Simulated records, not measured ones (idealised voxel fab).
The name of this process module is voxel transistor to metal.
FYI the section here is cut, 215 nm wide, cells are 5 nm squares.
Bands, listed from the top down, are how a cross-section gets written in this document; the cross-section itself is a grid of square cells, and a band is one or more rows of them. Band: top height; bottom height; in nm. Then, left to right: material with width in nm, for each material. "edge to edge": a single material spanning edge to edge. "blank": empty space. Height datum 0, below which the as-received substrate wafer is one material. Lowest band open at the bottom, running downward: "0 -> down". Note: "30->40" means the width goes from the first number (top row of the band) to the second number (bottom row) in equal steps per row of cells. "nothing different" for a step: no cell of the cross-section changed in that step. Each empty space that has no open way to the top and spans at least 8 cells appears under "Closed void catalog" as width x height at distance, the distance counted from the left edge, all in nm. If you see something after the settings on a step's line, that's the simulator's own remark about that step. "overlay nm" answers the question of how far to the right of plan the mask lay on a step that has a mask, and when it is negative the answer is to the left. Pairs from here to the end. Each: cross-section before one process step, cross-section after it, the latter only as far down as the lowest band that changed. Under each: the step between, and its settings. Mind that the pairs may be taken from different runs of this module on the same starting wafer; whether a pair continues from the pair above depends on its entry headed "Before-step section", and it does only where that entry says so.

# Before-step section
  30 -> 25 | blank 80; HfO2 20; blank 15; HfO2 20; blank 80
  25 -> 20 | HfO2 85; SiN 10; HfO2 5; blank 15; HfO2 5; SiN 10; HfO2 85
  20 -> 0 | SiO2 85; SiN 10; HfO2 5; blank 15; HfO2 5; SiN 10; SiO2 85
  0 -> -5 | SiO2 80; pSi 5; SiO2 5; HfO2 35; SiO2 5; pSi 5; SiO2 80
  -5 -> -10 | SiO2 60; pSi 25; Si 45; pSi 30; SiO2 55
  -10 -> -30 | SiO2 60; Si 100; SiO2 55
  -30 -> down | Si edge to edge
  Closed void catalog: none

# Post-Step Snapshot
  35 -> 30 | blank 75; TiN 30; blank 5; TiN 30; blank 75
  30 -> 25 | TiN 80; HfO2 20; TiN 5; blank 5; TiN 5; HfO2 20; TiN 80
  25 -> 20 | HfO2 85; SiN 10; HfO2 5; TiN 5; blank 5; TiN 5; HfO2 5; SiN 10; HfO2 85
  20 -> 5 | SiO2 85; SiN 10; HfO2 5; TiN 5; blank 5; TiN 5; HfO2 5; SiN 10; SiO2 85
  5 -> 0 | SiO2 85; SiN 10; HfO2 5; TiN 15; HfO2 5; SiN 10; SiO2 85
  Under the height 0 nothing was changed.
  Closed void catalog: none
Which operation lies between the before and after views above? CONFORMAL_DEP,material TiN,thk nm 5

Before-step section: the wafer arrives at this step looking as the after cross-section in the pair just above shows it.

# Post-Step Snapshot
  45 -> 35 | W edge to edge
  35 -> 30 | W 75; TiN 30; W 5; TiN 30; W 75
  30 -> 25 | TiN 80; HfO2 20; TiN 5; W 5; TiN 5; HfO2 20; TiN 80
  25 -> 20 | HfO2 85; SiN 10; HfO2 5; TiN 5; W 5; TiN 5; HfO2 5; SiN 10; HfO2 85
  20 -> 5 | SiO2 85; SiN 10; HfO2 5; TiN 5; W 5; TiN 5; HfO2 5; SiN 10; SiO2 85
  Under the height 5 nothing was changed.
  Closed void catalog: none
Which operation lies between the before and after views above? FILL_DEP,material W,thk nm 10

Before-step section: the wafer arrives at this step looking as the after cross-section in the pair just above shows it.

# Post-Step Snapshot
  20 -> 5 | SiO2 85; SiN 10; HfO2 5; TiN 5; W 5; TiN 5; HfO2 5; SiN 10; SiO2 85
  Under the height 5 nothing was changed.
  Closed void catalog: none
Which operation lies between the before and after views above? CMP,height nm 20

Before-step section: the wafer arrives at this step looking as the after cross-section in the pair just above shows it.

# Post-Step Snapshot
  35 -> 20 | SiO2 edge to edge
  Under the height 20 nothing was changed.
  Closed void catalog: none
Which operation lies between the before and after views above? DIRECTIONAL_DEP,material SiO2,thk nm 15

Before-step section: the wafer arrives at this step looking as the after cross-section in the pair just above shows it.

# Post-Step Snapshot
  50 -> 35 | aC edge to edge
  Under the height 35 nothing was changed.
  Closed void catalog: none
Which operation lies between the before and after views above? DIRECTIONAL_DEP,material aC,thk nm 15

Before-step section: the wafer arrives at this step looking as the after cross-section in the pair just above shows it.

# Post-Step Snapshot
  85 -> 50 | resist 60; blank 20; resist 55; blank 20; resist 60
  Under the height 50 nothing was changed.
  Closed void catalog: none
Which operation lies between the before and after views above? PATTERN,tone open,mask id CONTACT,material resist,width nm 20,pitch nm 75,thk nm 35,overlay nm 0

Before-step section: the wafer arrives at this step looking as the after cross-section in the pair just above shows it.

# Post-Step Snapshot
  70 -> 50 | resist 60; blank 20; resist 55; blank 20; resist 60
  50 -> 35 | aC 60; blank 20; aC 55; blank 20; aC 60
  Under the height 35 nothing was changed.
  Closed void catalog: none
Which operation lies between the before and after views above? DIRECTIONAL_ETCH,etch materials aC,depth nm 15

Before-step section: the wafer arrives at this step looking as the after cross-section in the pair just above shows it.

# Post-Step Snapshot
  50 -> 35 | aC 60; blank 20; aC 55; blank 20; aC 60
  Under the height 35 nothing was changed.
  Closed void catalog: none
Which operation lies between the before and after views above? STRIP,etch materials resist

Before-step section: the wafer arrives at this step looking as the after cross-section in the pair just above shows it.

# Post-Step Snapshot
  50 -> 35 | aC 60; blank 20; aC 55; blank 20; aC 60
  35 -> 20 | SiO2 60; blank 20; SiO2 55; blank 20; SiO2 60
  20 -> 5 | SiO2 60; blank 20; SiO2 5; SiN 10; HfO2 5; TiN 5; W 5; TiN 5; HfO2 5; SiN 10; SiO2 5; blank 20; SiO2 60
  5 -> 0 | SiO2 60; blank 20; SiO2 5; SiN 10; HfO2 5; TiN 15; HfO2 5; SiN 10; SiO2 5; blank 20; SiO2 60
  0 -> -5 | SiO2 60; blank 20; pSi 5; SiO2 5; HfO2 35; SiO2 5; pSi 5; blank 20; SiO2 60
  Under the height -5 nothing was changed.
  Closed void catalog: none
Which operation lies between the before and after views above? DIRECTIONAL_ETCH,etch materials SiO2,depth nm 40

Before-step section: the wafer arrives at this step looking as the after cross-section in the pair just above shows it.

# Post-Step Snapshot
  35 -> 20 | SiO2 60; blank 20; SiO2 55; blank 20; SiO2 60
  Under the height 20 nothing was changed.
  Closed void catalog: none
Which operation lies between the before and after views above? STRIP,etch materials aC

Before-step section: the wafer arrives at this step looking as the after cross-section in the pair just above shows it.

# Post-Step Snapshot
  40 -> 35 | TiN 65; blank 10; TiN 65; blank 10; TiN 65
  35 -> 20 | SiO2 60; TiN 5; blank 10; TiN 5; SiO2 55; TiN 5; blank 10; TiN 5; SiO2 60
  20 -> 5 | SiO2 60; TiN 5; blank 10; TiN 5; SiO2 5; SiN 10; HfO2 5; TiN 5; W 5; TiN 5; HfO2 5; SiN 10; SiO2 5; TiN 5; blank 10; TiN 5; SiO2 60
  5 -> 0 | SiO2 60; TiN 5; blank 10; TiN 5; SiO2 5; SiN 10; HfO2 5; TiN 15; HfO2 5; SiN 10; SiO2 5; TiN 5; blank 10; TiN 5; SiO2 60
  0 -> -5 | SiO2 60; TiN 20; pSi 5; SiO2 5; HfO2 35; SiO2 5; pSi 5; TiN 20; SiO2 60
  Under the height -5 nothing was changed.
  Closed void catalog: none
Which operation lies between the before and after views above? CONFORMAL_DEP,material TiN,thk nm 5

Before-step section: the wafer arrives at this step looking as the after cross-section in the pair just above shows it.

# Post-Step Snapshot
  50 -> 40 | W edge to edge
  40 -> 35 | TiN 65; W 10; TiN 65; W 10; TiN 65
  35 -> 20 | SiO2 60; TiN 5; W 10; TiN 5; SiO2 55; TiN 5; W 10; TiN 5; SiO2 60
  20 -> 5 | SiO2 60; TiN 5; W 10; TiN 5; SiO2 5; SiN 10; HfO2 5; TiN 5; W 5; TiN 5; HfO2 5; SiN 10; SiO2 5; TiN 5; W 10; TiN 5; SiO2 60
  5 -> 0 | SiO2 60; TiN 5; W 10; TiN 5; SiO2 5; SiN 10; HfO2 5; TiN 15; HfO2 5; SiN 10; SiO2 5; TiN 5; W 10; TiN 5; SiO2 60
  Under the height 0 nothing was changed.
  Closed void catalog: none
Which operation lies between the before and after views above? FILL_DEP,material W,thk nm 10

Before-step section: the wafer arrives at this step looking as the after cross-section in the pair just above shows it.

# Post-Step Snapshot
  35 -> 20 | SiO2 60; TiN 5; W 10; TiN 5; SiO2 55; TiN 5; W 10; TiN 5; SiO2 60
  Under the height 20 nothing was changed.
  Closed void catalog: none
Which operation lies between the before and after views above? CMP,height nm 35

Before-step section: the wafer arrives at this step looking as the after cross-section in the pair just above shows it.

# Post-Step Snapshot
  40 -> 35 | TiN edge to edge
  Under the height 35 nothing was changed.
  Closed void catalog: none
Which operation lies between the before and after views above? DIRECTIONAL_DEP,material TiN,thk nm 5

Before-step section: the wafer arrives at this step looking as the after cross-section in the pair just above shows it.

# Post-Step Snapshot
  65 -> 40 | W edge to edge
  Under the height 40 nothing was changed.
  Closed void catalog: none
Which operation lies between the before and after views above? DIRECTIONAL_DEP,material W,thk nm 25

Before-step section: the wafer arrives at this step looking as the after cross-section in the pair just above shows it.

# Post-Step Snapshot
  75 -> 65 | aC edge to edge
  Under the height 65 nothing was changed.
  Closed void catalog: none
Which operation lies between the before and after views above? DIRECTIONAL_DEP,material aC,thk nm 10

Before-step section: the wafer arrives at this step looking as the after cross-section in the pair just above shows it.

# Post-Step Snapshot
  100 -> 75 | blank 60; resist 20; blank 55; resist 20; blank 60
  Under the height 75 nothing was changed.
  Closed void catalog: none
Which operation lies between the before and after views above? PATTERN,tone cover,mask id METAL_1,material resist,width nm 20,pitch nm 75,thk nm 25,overlay nm 0

Before-step section: the wafer arrives at this step looking as the after cross-section in the pair just above shows it.

# Post-Step Snapshot
  90 -> 75 | blank 60; resist 20; blank 55; resist 20; blank 60
  75 -> 65 | blank 60; aC 20; blank 55; aC 20; blank 60
  Under the height 65 nothing was changed.
  Closed void catalog: none
Which operation lies between the before and after views above? DIRECTIONAL_ETCH,etch materials aC,depth nm 10

Before-step section: the wafer arrives at this step looking as the after cross-section in the pair just above shows it.

# Post-Step Snapshot
  75 -> 65 | blank 60; aC 20; blank 55; aC 20; blank 60
  Under the height 65 nothing was changed.
  Closed void catalog: none
Which operation lies between the before and after views above? STRIP,etch materials resist

Before-step section: the wafer arrives at this step looking as the after cross-section in the pair just above shows it.

# Post-Step Snapshot
  75 -> 65 | blank 60; aC 20; blank 55; aC 20; blank 60
  65 -> 40 | blank 60; W 20; blank 55; W 20; blank 60
  Under the height 40 nothing was changed.
  Closed void catalog: none
Which operation lies between the before and after views above? DIRECTIONAL_ETCH,etch materials W,depth nm 25

Before-step section: the wafer arrives at this step looking as the after cross-section in the pair just above shows it.

# Post-Step Snapshot
  75 -> 65 | blank 60; aC 20; blank 55; aC 20; blank 60
  65 -> 40 | blank 60; W 20; blank 55; W 20; blank 60
  40 -> 35 | blank 60; TiN 20; blank 55; TiN 20; blank 60
  Under the height 35 nothing was changed.
  Closed void catalog: none
Which operation lies between the before and after views above? DIRECTIONAL_ETCH,etch materials TiN,depth nm 5

Before-step section: the wafer arrives at this step looking as the after cross-section in the pair just above shows it.

# Post-Step Snapshot
  65 -> 40 | blank 60; W 20; blank 55; W 20; blank 60
  Under the height 40 nothing was changed.
  Closed void catalog: none
Which operation lies between the before and after views above? STRIP,etch materials aC

Before-step section: the wafer arrives at this step looking as the after cross-section in the pair just above shows it.

# Post-Step Snapshot
  75 -> 65 | SiO2 edge to edge
  65 -> 40 | SiO2 60; W 20; SiO2 55; W 20; SiO2 60
  40 -> 35 | SiO2 60; TiN 20; SiO2 55; TiN 20; SiO2 60
  Under the height 35 nothing was changed.
  Closed void catalog: none
Which operation lies between the before and after views above? FILL_DEP,material SiO2,thk nm 10

Before-step section: the wafer arrives at this step looking as the after cross-section in the pair just above shows it.

# Post-Step Snapshot
  65 -> 40 | SiO2 60; W 20; SiO2 55; W 20; SiO2 60
  Under the height 40 nothing was changed.
  Closed void catalog: none
Which operation lies between the before and after views above? CMP,height nm 65

Before-step section: the wafer arrives at this step looking as the after cross-section in the pair just above shows it.

# Post-Step Snapshot
  70 -> 65 | SiCN edge to edge
  Under the height 65 nothing was changed.
  Closed void catalog: none
Which operation lies between the before and after views above? CONFORMAL_DEP,material SiCN,thk nm 5

Before-step section: the wafer arrives at this step looking as the after cross-section in the pair just above shows it.

# Post-Step Snapshot
  105 -> 70 | SiO2 edge to edge
  Under the height 70 nothing was changed.
  Closed void catalog: none
Which operation lies between the before and after views above? DIRECTIONAL_DEP,material SiO2,thk nm 35

Before-step section: the wafer arrives at this step looking as the after cross-section in the pair just above shows it.

# Post-Step Snapshot
  105 -> 85 | SiO2 60; blank 20; SiO2 55; blank 20; SiO2 60
  Under the height 85 nothing was changed.
  Closed void catalog: none
Which operation lies between the before and after views above? MASKED_ETCH,tone open,mask id METAL_2,width nm 20,pitch nm 75,etch materials SiO2,depth nm 20,overlay nm 0

Before-step section: the wafer arrives at this step looking as the after cross-section in the pair just above shows it.

# Post-Step Snapshot
  125 -> 105 | resist 60; blank 15; resist 60; blank 15; resist 65
  105 -> 85 | SiO2 60; blank 15; resist 5; SiO2 55; blank 15; resist 5; SiO2 60
  Under the height 85 nothing was changed.
  Closed void catalog: none
Which operation lies between the before and after views above? PATTERN,tone open,mask id METAL_2_HOLES,material resist,width nm 15,pitch nm 75,thk nm 20,overlay nm 0

Before-step section: the wafer arrives at this step looking as the after cross-section in the pair just above shows it.

# Post-Step Snapshot
  125 -> 105 | resist 60; blank 15; resist 60; blank 15; resist 65
  105 -> 85 | SiO2 60; blank 15; resist 5; SiO2 55; blank 15; resist 5; SiO2 60
  85 -> 70 | SiO2 60; blank 15; SiO2 60; blank 15; SiO2 65
  Under the height 70 nothing was changed.
  Closed void catalog: none
Which operation lies between the before and after views above? DIRECTIONAL_ETCH,etch materials SiO2,depth nm 15

Before-step section: the wafer arrives at this step looking as the after cross-section in the pair just above shows it.

# Post-Step Snapshot
  125 -> 105 | resist 60; blank 15; resist 60; blank 15; resist 65
  105 -> 85 | SiO2 60; blank 15; resist 5; SiO2 55; blank 15; resist 5; SiO2 60
  85 -> 70 | SiO2 60; blank 15; SiO2 60; blank 15; SiO2 65
  70 -> 65 | SiCN 60; blank 15; SiCN 60; blank 15; SiCN 65
  Under the height 65 nothing was changed.
  Closed void catalog: none
Which operation lies between the before and after views above? DIRECTIONAL_ETCH,etch materials SiCN,depth nm 5

Before-step section: the wafer arrives at this step looking as the after cross-section in the pair just above shows it.

# Post-Step Snapshot
  105 -> 85 | SiO2 60; blank 20; SiO2 55; blank 20; SiO2 60
  Under the height 85 nothing was changed.
  Closed void catalog: none
Which operation lies between the before and after views above? STRIP,etch materials resist

Before-step section: the wafer arrives at this step looking as the after cross-section in the pair just above shows it.

# Post-Step Snapshot
  110 -> 105 | TiN 65; blank 10; TiN 65; blank 10; TiN 65
  105 -> 90 | SiO2 60; TiN 5; blank 10; TiN 5; SiO2 55; TiN 5; blank 10; TiN 5; SiO2 60
  90 -> 85 | SiO2 60; TiN 5; blank 5; TiN 10; SiO2 55; TiN 5; blank 5; TiN 10; SiO2 60
  85 -> 70 | SiO2 60; TiN 5; blank 5; TiN 5; SiO2 60; TiN 5; blank 5; TiN 5; SiO2 65
  70 -> 65 | SiCN 60; TiN 15; SiCN 60; TiN 15; SiCN 65
  Under the height 65 nothing was changed.
  Closed void catalog: none
Which operation lies between the before and after views above? CONFORMAL_DEP,material TiN,thk nm 5

Before-step section: the wafer arrives at this step looking as the after cross-section in the pair just above shows it.

# Post-Step Snapshot
  115 -> 110 | Ru edge to edge
  110 -> 105 | TiN 65; Ru 10; TiN 65; Ru 10; TiN 65
  105 -> 90 | SiO2 60; TiN 5; Ru 10; TiN 5; SiO2 55; TiN 5; Ru 10; TiN 5; SiO2 60
  90 -> 85 | SiO2 60; TiN 5; Ru 5; TiN 10; SiO2 55; TiN 5; Ru 5; TiN 10; SiO2 60
  85 -> 70 | SiO2 60; TiN 5; Ru 5; TiN 5; SiO2 60; TiN 5; Ru 5; TiN 5; SiO2 65
  Under the height 70 nothing was changed.
  Closed void catalog: none
Which operation lies between the before and after views above? FILL_DEP,material Ru,thk nm 5

Before-step section: the wafer arrives at this step looking as the after cross-section in the pair just above shows it.

# Post-Step Snapshot
  105 -> 90 | SiO2 60; TiN 5; Ru 10; TiN 5; SiO2 55; TiN 5; Ru 10; TiN 5; SiO2 60
  Under the height 90 nothing was changed.
  Closed void catalog: none
Which operation lies between the before and after views above? CMP,height nm 105

Before-step section: the wafer arrives at this step looking as the after cross-section in the pair just above shows it.

# Post-Step Snapshot
  110 -> 105 | SiN edge to edge
  Under the height 105 nothing was changed.
  Closed void catalog: none
Which operation lies between the before and after views above? CONFORMAL_DEP,material SiN,thk nm 5

# Before-step section
  50 -> 35 | aC edge to edge
  35 -> 20 | SiO2 edge to edge
  20 -> 5 | SiO2 85; SiN 10; HfO2 5; TiN 5; W 5; TiN 5; HfO2 5; SiN 10; SiO2 85
  5 -> 0 | SiO2 85; SiN 10; HfO2 5; TiN 15; HfO2 5; SiN 10; SiO2 85
  0 -> -5 | SiO2 80; pSi 5; SiO2 5; HfO2 35; SiO2 5; pSi 5; SiO2 80
  -5 -> -10 | SiO2 55; pSi 30; Si 45; pSi 30; SiO2 55
  -10 -> -30 | SiO2 55; Si 105; SiO2 55
  -30 -> down | Si edge to edge
  Closed void catalog: none

# Post-Step Snapshot
  85 -> 50 | resist 55; blank 20; resist 55; blank 20; resist 65
  Under the height 50 nothing was changed.
  Closed void catalog: none
Which operation lies between the before and after views above? PATTERN,tone open,mask id CONTACT,material resist,width nm 20,pitch nm 75,thk nm 35,overlay nm -5

Before-step section: the wafer arrives at this step looking as the after cross-section in the pair just above shows it.

# Post-Step Snapshot
  70 -> 50 | resist 55; blank 20; resist 55; blank 20; resist 65
  50 -> 35 | aC 55; blank 20; aC 55; blank 20; aC 65
  Under the height 35 nothing was changed.
  Closed void catalog: none
Which operation lies between the before and after views above? DIRECTIONAL_ETCH,etch materials aC,depth nm 15

Before-step section: the wafer arrives at this step looking as the after cross-section in the pair just above shows it.

# Post-Step Snapshot
  50 -> 35 | aC 55; blank 20; aC 55; blank 20; aC 65
  Under the height 35 nothing was changed.
  Closed void catalog: none
Which operation lies between the before and after views above? STRIP,etch materials resist

Before-step section: the wafer arrives at this step looking as the after cross-section in the pair just above shows it.

# Post-Step Snapshot
  50 -> 35 | aC 55; blank 20; aC 55; blank 20; aC 65
  35 -> 20 | SiO2 55; blank 20; SiO2 55; blank 20; SiO2 65
  20 -> 5 | SiO2 55; blank 20; SiO2 10; SiN 10; HfO2 5; TiN 5; W 5; TiN 5; HfO2 5; SiN 10; blank 20; SiO2 65
  5 -> 0 | SiO2 55; blank 20; SiO2 10; SiN 10; HfO2 5; TiN 15; HfO2 5; SiN 10; blank 20; SiO2 65
  0 -> -5 | SiO2 55; blank 20; SiO2 5; pSi 5; SiO2 5; HfO2 35; SiO2 5; pSi 5; blank 15; SiO2 65
  Under the height -5 nothing was changed.
  Closed void catalog: none
Which operation lies between the before and after views above? DIRECTIONAL_ETCH,etch materials SiO2,depth nm 40

Before-step section: the wafer arrives at this step looking as the after cross-section in the pair just above shows it.

# Post-Step Snapshot
  35 -> 20 | SiO2 55; blank 20; SiO2 55; blank 20; SiO2 65
  Under the height 20 nothing was changed.
  Closed void catalog: none
Which operation lies between the before and after views above? STRIP,etch materials aC

Before-step section: the wafer arrives at this step looking as the after cross-section in the pair just above shows it.

# Post-Step Snapshot
  40 -> 35 | TiN 60; blank 10; TiN 65; blank 10; TiN 70
  35 -> 20 | SiO2 55; TiN 5; blank 10; TiN 5; SiO2 55; TiN 5; blank 10; TiN 5; SiO2 65
  20 -> 5 | SiO2 55; TiN 5; blank 10; TiN 5; SiO2 10; SiN 10; HfO2 5; TiN 5; W 5; TiN 5; HfO2 5; SiN 10; TiN 5; blank 10; TiN 5; SiO2 65
  5 -> 0 | SiO2 55; TiN 5; blank 10; TiN 5; SiO2 10; SiN 10; HfO2 5; TiN 15; HfO2 5; SiN 10; TiN 10; blank 5; TiN 5; SiO2 65
  0 -> -5 | SiO2 55; TiN 20; SiO2 5; pSi 5; SiO2 5; HfO2 35; SiO2 5; pSi 5; TiN 15; SiO2 65
  Under the height -5 nothing was changed.
  Closed void catalog: none
Which operation lies between the before and after views above? CONFORMAL_DEP,material TiN,thk nm 5

Before-step section: the wafer arrives at this step looking as the after cross-section in the pair just above shows it.

# Post-Step Snapshot
  50 -> 40 | W edge to edge
  40 -> 35 | TiN 60; W 10; TiN 65; W 10; TiN 70
  35 -> 20 | SiO2 55; TiN 5; W 10; TiN 5; SiO2 55; TiN 5; W 10; TiN 5; SiO2 65
  20 -> 5 | SiO2 55; TiN 5; W 10; TiN 5; SiO2 10; SiN 10; HfO2 5; TiN 5; W 5; TiN 5; HfO2 5; SiN 10; TiN 5; W 10; TiN 5; SiO2 65
  5 -> 0 | SiO2 55; TiN 5; W 10; TiN 5; SiO2 10; SiN 10; HfO2 5; TiN 15; HfO2 5; SiN 10; TiN 10; W 5; TiN 5; SiO2 65
  Under the height 0 nothing was changed.
  Closed void catalog: none
Which operation lies between the before and after views above? FILL_DEP,material W,thk nm 10

Before-step section: the wafer arrives at this step looking as the after cross-section in the pair just above shows it.

# Post-Step Snapshot
  35 -> 20 | SiO2 55; TiN 5; W 10; TiN 5; SiO2 55; TiN 5; W 10; TiN 5; SiO2 65
  Under the height 20 nothing was changed.
  Closed void catalog: none
Which operation lies between the before and after views above? CMP,height nm 35

Before-step section: the wafer arrives at this step looking as the after cross-section in the pair just above shows it.

# Post-Step Snapshot
  40 -> 35 | TiN edge to edge
  Under the height 35 nothing was changed.
  Closed void catalog: none
Which operation lies between the before and after views above? DIRECTIONAL_DEP,material TiN,thk nm 5

Before-step section: the wafer arrives at this step looking as the after cross-section in the pair just above shows it.

# Post-Step Snapshot
  65 -> 40 | W edge to edge
  Under the height 40 nothing was changed.
  Closed void catalog: none
Which operation lies between the before and after views above? DIRECTIONAL_DEP,material W,thk nm 25

Before-step section: the wafer arrives at this step looking as the after cross-section in the pair just above shows it.

# Post-Step Snapshot
  75 -> 65 | aC edge to edge
  Under the height 65 nothing was changed.
  Closed void catalog: none
Which operation lies between the before and after views above? DIRECTIONAL_DEP,material aC,thk nm 10

Before-step section: the wafer arrives at this step looking as the after cross-section in the pair just above shows it.

# Post-Step Snapshot
  100 -> 75 | blank 60; resist 20; blank 55; resist 20; blank 60
  Under the height 75 nothing was changed.
  Closed void catalog: none
Which operation lies between the before and after views above? PATTERN,tone cover,mask id METAL_1,material resist,width nm 20,pitch nm 75,thk nm 25,overlay nm 0

Before-step section: the wafer arrives at this step looking as the after cross-section in the pair just above shows it.

# Post-Step Snapshot
  90 -> 75 | blank 60; resist 20; blank 55; resist 20; blank 60
  75 -> 65 | blank 60; aC 20; blank 55; aC 20; blank 60
  Under the height 65 nothing was changed.
  Closed void catalog: none
Which operation lies between the before and after views above? DIRECTIONAL_ETCH,etch materials aC,depth nm 10

Before-step section: the wafer arrives at this step looking as the after cross-section in the pair just above shows it.

# Post-Step Snapshot
  75 -> 65 | blank 60; aC 20; blank 55; aC 20; blank 60
  Under the height 65 nothing was changed.
  Closed void catalog: none
Which operation lies between the before and after views above? STRIP,etch materials resist

Before-step section: the wafer arrives at this step looking as the after cross-section in the pair just above shows it.

# Post-Step Snapshot
  75 -> 65 | blank 60; aC 20; blank 55; aC 20; blank 60
  65 -> 40 | blank 60; W 20; blank 55; W 20; blank 60
  Under the height 40 nothing was changed.
  Closed void catalog: none
Which operation lies between the before and after views above? DIRECTIONAL_ETCH,etch materials W,depth nm 25

Before-step section: the wafer arrives at this step looking as the after cross-section in the pair just above shows it.

# Post-Step Snapshot
  75 -> 65 | blank 60; aC 20; blank 55; aC 20; blank 60
  65 -> 40 | blank 60; W 20; blank 55; W 20; blank 60
  40 -> 35 | blank 60; TiN 20; blank 55; TiN 20; blank 60
  Under the height 35 nothing was changed.
  Closed void catalog: none
Which operation lies between the before and after views above? DIRECTIONAL_ETCH,etch materials TiN,depth nm 5

Before-step section: the wafer arrives at this step looking as the after cross-section in the pair just above shows it.

# Post-Step Snapshot
  65 -> 40 | blank 60; W 20; blank 55; W 20; blank 60
  Under the height 40 nothing was changed.
  Closed void catalog: none
Which operation lies between the before and after views above? STRIP,etch materials aC

Before-step section: the wafer arrives at this step looking as the after cross-section in the pair just above shows it.

# Post-Step Snapshot
  75 -> 65 | SiO2 edge to edge
  65 -> 40 | SiO2 60; W 20; SiO2 55; W 20; SiO2 60
  40 -> 35 | SiO2 60; TiN 20; SiO2 55; TiN 20; SiO2 60
  Under the height 35 nothing was changed.
  Closed void catalog: none
Which operation lies between the before and after views above? FILL_DEP,material SiO2,thk nm 10

Before-step section: the wafer arrives at this step looking as the after cross-section in the pair just above shows it.

# Post-Step Snapshot
  65 -> 40 | SiO2 60; W 20; SiO2 55; W 20; SiO2 60
  Under the height 40 nothing was changed.
  Closed void catalog: none
Which operation lies between the before and after views above? CMP,height nm 65

Before-step section: the wafer arrives at this step looking as the after cross-section in the pair just above shows it.

# Post-Step Snapshot
  70 -> 65 | SiCN edge to edge
  Under the height 65 nothing was changed.
  Closed void catalog: none
Which operation lies between the before and after views above? CONFORMAL_DEP,material SiCN,thk nm 5

Before-step section: the wafer arrives at this step looking as the after cross-section in the pair just above shows it.

# Post-Step Snapshot
  105 -> 70 | SiO2 edge to edge
  Under the height 70 nothing was changed.
  Closed void catalog: none
Which operation lies between the before and after views above? DIRECTIONAL_DEP,material SiO2,thk nm 35

Before-step section: the wafer arrives at this step looking as the after cross-section in the pair just above shows it.

# Post-Step Snapshot
  105 -> 85 | SiO2 60; blank 20; SiO2 55; blank 20; SiO2 60
  Under the height 85 nothing was changed.
  Closed void catalog: none
Which operation lies between the before and after views above? MASKED_ETCH,tone open,mask id METAL_2,width nm 20,pitch nm 75,etch materials SiO2,depth nm 20,overlay nm 0

Before-step section: the wafer arrives at this step looking as the after cross-section in the pair just above shows it.

# Post-Step Snapshot
  125 -> 105 | resist 60; blank 15; resist 60; blank 15; resist 65
  105 -> 85 | SiO2 60; blank 15; resist 5; SiO2 55; blank 15; resist 5; SiO2 60
  Under the height 85 nothing was changed.
  Closed void catalog: none
Which operation lies between the before and after views above? PATTERN,tone open,mask id METAL_2_HOLES,material resist,width nm 15,pitch nm 75,thk nm 20,overlay nm 0

Before-step section: the wafer arrives at this step looking as the after cross-section in the pair just above shows it.

# Post-Step Snapshot
  125 -> 105 | resist 60; blank 15; resist 60; blank 15; resist 65
  105 -> 85 | SiO2 60; blank 15; resist 5; SiO2 55; blank 15; resist 5; SiO2 60
  85 -> 70 | SiO2 60; blank 15; SiO2 60; blank 15; SiO2 65
  Under the height 70 nothing was changed.
  Closed void catalog: none
Which operation lies between the before and after views above? DIRECTIONAL_ETCH,etch materials SiO2,depth nm 15

Before-step section: the wafer arrives at this step looking as the after cross-section in the pair just above shows it.

# Post-Step Snapshot
  125 -> 105 | resist 60; blank 15; resist 60; blank 15; resist 65
  105 -> 85 | SiO2 60; blank 15; resist 5; SiO2 55; blank 15; resist 5; SiO2 60
  85 -> 70 | SiO2 60; blank 15; SiO2 60; blank 15; SiO2 65
  70 -> 65 | SiCN 60; blank 15; SiCN 60; blank 15; SiCN 65
  Under the height 65 nothing was changed.
  Closed void catalog: none
Which operation lies between the before and after views above? DIRECTIONAL_ETCH,etch materials SiCN,depth nm 5

Before-step section: the wafer arrives at this step looking as the after cross-section in the pair just above shows it.

# Post-Step Snapshot
  105 -> 85 | SiO2 60; blank 20; SiO2 55; blank 20; SiO2 60
  Under the height 85 nothing was changed.
  Closed void catalog: none
Which operation lies between the before and after views above? STRIP,etch materials resist

Before-step section: the wafer arrives at this step looking as the after cross-section in the pair just above shows it.

# Post-Step Snapshot
  110 -> 105 | TiN 65; blank 10; TiN 65; blank 10; TiN 65
  105 -> 90 | SiO2 60; TiN 5; blank 10; TiN 5; SiO2 55; TiN 5; blank 10; TiN 5; SiO2 60
  90 -> 85 | SiO2 60; TiN 5; blank 5; TiN 10; SiO2 55; TiN 5; blank 5; TiN 10; SiO2 60
  85 -> 70 | SiO2 60; TiN 5; blank 5; TiN 5; SiO2 60; TiN 5; blank 5; TiN 5; SiO2 65
  70 -> 65 | SiCN 60; TiN 15; SiCN 60; TiN 15; SiCN 65
  Under the height 65 nothing was changed.
  Closed void catalog: none
Which operation lies between the before and after views above? CONFORMAL_DEP,material TiN,thk nm 5

Before-step section: the wafer arrives at this step looking as the after cross-section in the pair just above shows it.

# Post-Step Snapshot
  115 -> 110 | Ru edge to edge
  110 -> 105 | TiN 65; Ru 10; TiN 65; Ru 10; TiN 65
  105 -> 90 | SiO2 60; TiN 5; Ru 10; TiN 5; SiO2 55; TiN 5; Ru 10; TiN 5; SiO2 60
  90 -> 85 | SiO2 60; TiN 5; Ru 5; TiN 10; SiO2 55; TiN 5; Ru 5; TiN 10; SiO2 60
  85 -> 70 | SiO2 60; TiN 5; Ru 5; TiN 5; SiO2 60; TiN 5; Ru 5; TiN 5; SiO2 65
  Under the height 70 nothing was changed.
  Closed void catalog: none
Which operation lies between the before and after views above? FILL_DEP,material Ru,thk nm 5

Before-step section: the wafer arrives at this step looking as the after cross-section in the pair just above shows it.

# Post-Step Snapshot
  105 -> 90 | SiO2 60; TiN 5; Ru 10; TiN 5; SiO2 55; TiN 5; Ru 10; TiN 5; SiO2 60
  Under the height 90 nothing was changed.
  Closed void catalog: none
Which operation lies between the before and after views above? CMP,height nm 105

Before-step section: the wafer arrives at this step looking as the after cross-section in the pair just above shows it.

# Post-Step Snapshot
  110 -> 105 | SiN edge to edge
  Under the height 105 nothing was changed.
  Closed void catalog: none
Which operation lies between the before and after views above? CONFORMAL_DEP,material SiN,thk nm 5
